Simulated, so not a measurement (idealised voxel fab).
The process module presented herein is designated voxel capacitor over wiring.
Each square cell in cross-section cut measures 5 nm, and the section as a whole is 245 nm wide.
Throughout this document, each cross-section is represented as a grid of square cells and is presented as a sequence of bands enumerated from the top downward, where a band comprises one or more rows of cells. Band: top height; bottom height; in nm. Then, left to right: material with width in nm, for each material. "edge to edge": a single material spanning edge to edge. "empty": empty space. Heads up on the height convention: 0 is the point under which the incoming wafer is all one material, and the lowest band has no bottom, it just keeps going down, like "0 and below". The two numbers in a width such as "30..40" mark its ends across the band: the first belongs to the top row of cells, the second to the bottom row, and from each row to the next the width moves by the same amount. No cell of the cross-section changed in a step that is given as "nothing got changed". The list in "Catalogued sealed voids" covers empty spaces of 8 cells or more that cannot reach the top through any open way, and it gives each as width x height at distance; the distance is from the left edge, and width, height and distance are in nm. after a step's settings: what the simulator itself notes on the step. Steps that use a mask can have "overlay nm" on their line. It says how far the mask sat to the right of where it was meant to be. Negative means to the left.
[Planned process steps]
1: RECEIVE, material Si
2: CONFORMAL_DEP, material SiO2, thk nm 15
3: DIRECTIONAL_DEP, material TiN, thk nm 5
4: DIRECTIONAL_DEP, material W, thk nm 20
5: DIRECTIONAL_DEP, material aC, thk nm 15
6: PATTERN, tone cover, mask id METAL_1, material resist, width nm 30, pitch nm 90, thk nm 35, overlay nm 0
7: DIRECTIONAL_ETCH, etch materials aC, depth nm 15
8: STRIP, etch materials resist
9: DIRECTIONAL_ETCH, etch materials W, depth nm 20
10: DIRECTIONAL_ETCH, etch materials TiN, depth nm 5
11: STRIP, etch materials aC
12: FILL_DEP, material lowk, thk nm 5
13: CMP, height nm 40
14: CONFORMAL_DEP, material SiCN, thk nm 5
15: DIRECTIONAL_DEP, material lowk, thk nm 10
16: DIRECTIONAL_DEP, material aC, thk nm 10
17: PATTERN, tone open, mask id PLUG_1, material resist, width nm 15, thk nm 25, overlay nm 0
18: DIRECTIONAL_ETCH, etch materials aC, depth nm 10
19: STRIP, etch materials resist
20: DIRECTIONAL_ETCH, etch materials lowk, depth nm 10
21: DIRECTIONAL_ETCH, etch materials SiCN, depth nm 5
22: STRIP, etch materials aC
23: EPI, material Ru, thk nm 10
24: EPI, material Ru, thk nm 5
25: DIRECTIONAL_DEP, material TiN, thk nm 5
26: DIRECTIONAL_DEP, material Al2O3, thk nm 5
27: DIRECTIONAL_DEP, material TiN, thk nm 5
28: PATTERN, tone cover, mask id UPPER_PLATE, material resist, width nm 65, thk nm 15, overlay nm 0
29: DIRECTIONAL_ETCH, etch materials TiN, depth nm 5
30: DIRECTIONAL_ETCH, etch materials Al2O3, depth nm 5
31: STRIP, etch materials resist
32: DIRECTIONAL_DEP, material aC, thk nm 10
33: PATTERN, tone cover, mask id LOWER_PLATE, material resist, width nm 75, thk nm 30, overlay nm 0
34: DIRECTIONAL_ETCH, etch materials aC, depth nm 10
35: STRIP, etch materials resist
36: DIRECTIONAL_ETCH, etch materials TiN, depth nm 5
37: STRIP, etch materials aC
38: FILL_DEP, material SiO2, thk nm 15
39: CMP, height nm 80
40: PATTERN, tone open, mask id PLUG_2, material resist, width nm 15, thk nm 15, overlay nm 0
41: DIRECTIONAL_ETCH, etch materials SiO2, depth nm 10
42: STRIP, etch materials resist
43: CONFORMAL_DEP, material TiN, thk nm 5
44: FILL_DEP, material Cu, thk nm 10
45: CMP, height nm 80
46: CONFORMAL_DEP, material SiN, thk nm 5
[So this is the incoming wafer in cross-section - it's already been through step 1]
  0 and below | Si edge to edge
  Catalogued sealed voids: none
[Final wafer profile in cross-section after the module, from the same start and plan as above, with one mistake made during processing]
  85 down to 80 | SiN edge to edge
  80 down to 75 | 85 of SiO2, 5 of aC, 5 of Cu, 5 of aC, 145 of SiO2
  75 down to 70 | 85 of SiO2, 15 of aC, 145 of SiO2
  70 down to 65 | 75 of SiO2, 65 of TiN, 105 of SiO2
  65 down to 60 | 75 of SiO2, 65 of Al2O3, 105 of SiO2
  60 down to 55 | 70 of SiO2, 75 of TiN, 100 of SiO2
  55 down to 45 | 75 of lowk, 15 of Ru, 155 of lowk
  45 down to 40 | 75 of SiCN, 15 of Ru, 155 of SiCN
  40 down to 20 | 60 of lowk, 30 of W, 60 of lowk, 30 of W, 65 of lowk
  20 down to 15 | 60 of lowk, 30 of TiN, 60 of lowk, 30 of TiN, 65 of lowk
  15 down to 0 | SiO2 edge to edge
  0 and below | Si edge to edge
  Catalogued sealed voids: none
Deviation from plan: rather than as planned, step 43 actually ran as CONFORMAL_DEP, material aC, thk nm 5
